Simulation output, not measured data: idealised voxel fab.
Process module in this document: voxel self aligned vias
It is cross-section cut that appears here, measuring 180 nm in width, its square cells being 5 nm in size.
Cross-section, as written here: a square-cell grid given band by band from the top down, where a band holds one or more rows of cells.
First you get the band's top height and its bottom height, in nm, and then the materials it's made of, left to right, with each width in nm. If you see a single material with "edge to edge", that one covers the band edge to edge. "empty" is empty space.
The reference from which all heights are counted is 0, the level beneath which the as-received wafer is entirely one material; the lowest band, having no lower bound, proceeds downward and is written after the example "0 -> down".
It should be noted that a width expressed as "30 to 40" varies in equal increments from row to row of cells within the band, taking the value of the first number at the top row and that of the second number at the bottom row.
The designation "identical to before", where it is given for a processing step, indicates that no cell of the cross-section was altered in the course of that step.
Listed in "Trapped cavities": every empty space of 8 or more cells without an open way to the top. Form: width x height at distance, the distance being from the left edge, all in nm.
On each step's line, the part that comes after the settings is the simulator's own comment on the step.
overlay nm: on a step with a mask, how far right of its planned place the mask lay; negative means left.

### Steps in the process plan
| 1 | RECEIVE,material Si |
| 2 | CONFORMAL_DEP,material SiO2,thk nm 15 |
| 3 | CONFORMAL_DEP,material SiCN,thk nm 5 |
| 4 | DIRECTIONAL_DEP,material SiO2,thk nm 25 |
| 5 | PATTERN,tone open,mask id LINES,material resist,width nm 20,pitch nm 70,thk nm 20,overlay nm 0 |
| 6 | DIRECTIONAL_ETCH,etch materials SiO2,depth nm 25 |
| 7 | STRIP,etch materials resist |
| 8 | CONFORMAL_DEP,material TiN,thk nm 5 |
| 9 | FILL_DEP,material Ru,thk nm 5 |
| 10 | CMP,height nm 45 |
| 11 | SELECTIVE_ETCH,etch materials W Ru TiN,depth nm 5 |
| 12 | FILL_DEP,material SiN,thk nm 5 |
| 13 | CMP,height nm 45 |
| 14 | DIRECTIONAL_DEP,material SiO2,thk nm 15 |
| 15 | PATTERN,tone open,mask id VIAS,material resist,width nm 40,pitch nm 70,thk nm 20,overlay nm 0 |
| 16 | DIRECTIONAL_ETCH,etch materials SiO2,depth nm 15 |
| 17 | DIRECTIONAL_ETCH,etch materials SiN,depth nm 5 |
| 18 | STRIP,etch materials resist |
| 19 | CONFORMAL_DEP,material TiN,thk nm 5 |
| 20 | FILL_DEP,material Cu,thk nm 10 |
| 21 | CMP,height nm 60 |
| 22 | CONFORMAL_DEP,material SiN,thk nm 5 |

### Cross-section, incoming material, after step 1
- 0 -> down  Si edge to edge
- Trapped cavities: none

### Wafer cross-section at module end: first of two, run to plan
- 65 -> 60  SiN edge to edge
- 60 -> 50  SiO2 35 nm | TiN 5 nm | Cu 30 nm | TiN 5 nm | SiO2 30 nm | TiN 5 nm | Cu 30 nm | TiN 5 nm | SiO2 35 nm
- 50 -> 45  SiO2 35 nm | TiN 15 nm | Cu 10 nm | TiN 15 nm | SiO2 30 nm | TiN 15 nm | Cu 10 nm | TiN 15 nm | SiO2 35 nm
- 45 -> 40  SiO2 45 nm | TiN 20 nm | SiO2 50 nm | TiN 20 nm | SiO2 45 nm
- 40 -> 25  SiO2 45 nm | TiN 5 nm | Ru 10 nm | TiN 5 nm | SiO2 50 nm | TiN 5 nm | Ru 10 nm | TiN 5 nm | SiO2 45 nm
- 25 -> 20  SiO2 45 nm | TiN 20 nm | SiO2 50 nm | TiN 20 nm | SiO2 45 nm
- 20 -> 15  SiCN edge to edge
- 15 -> 0  SiO2 edge to edge
- 0 -> down  Si edge to edge
- Trapped cavities: none

### Wafer two cross-section, module end. Start and plan unchanged from wafer one; one mistake made during the run
- 65 -> 60  SiN edge to edge
- 60 -> 45  TiN edge to edge
- 45 -> 40  SiO2 45 nm | SiN 20 nm | SiO2 50 nm | SiN 20 nm | SiO2 45 nm
- 40 -> 25  SiO2 45 nm | TiN 5 nm | Ru 10 nm | TiN 5 nm | SiO2 50 nm | TiN 5 nm | Ru 10 nm | TiN 5 nm | SiO2 45 nm
- 25 -> 20  SiO2 45 nm | TiN 20 nm | SiO2 50 nm | TiN 20 nm | SiO2 45 nm
- 20 -> 15  SiCN edge to edge
- 15 -> 0  SiO2 edge to edge
- 0 -> down  Si edge to edge
- Trapped cavities: none
what went wrong: step 14 ran with different settings than intended, the actual operation and settings being DIRECTIONAL_DEP,material TiN,thk nm 15
at the end the second wafer has, in cells: -28 Cu | +8 SiN | -60 SiO2 | +80 TiN
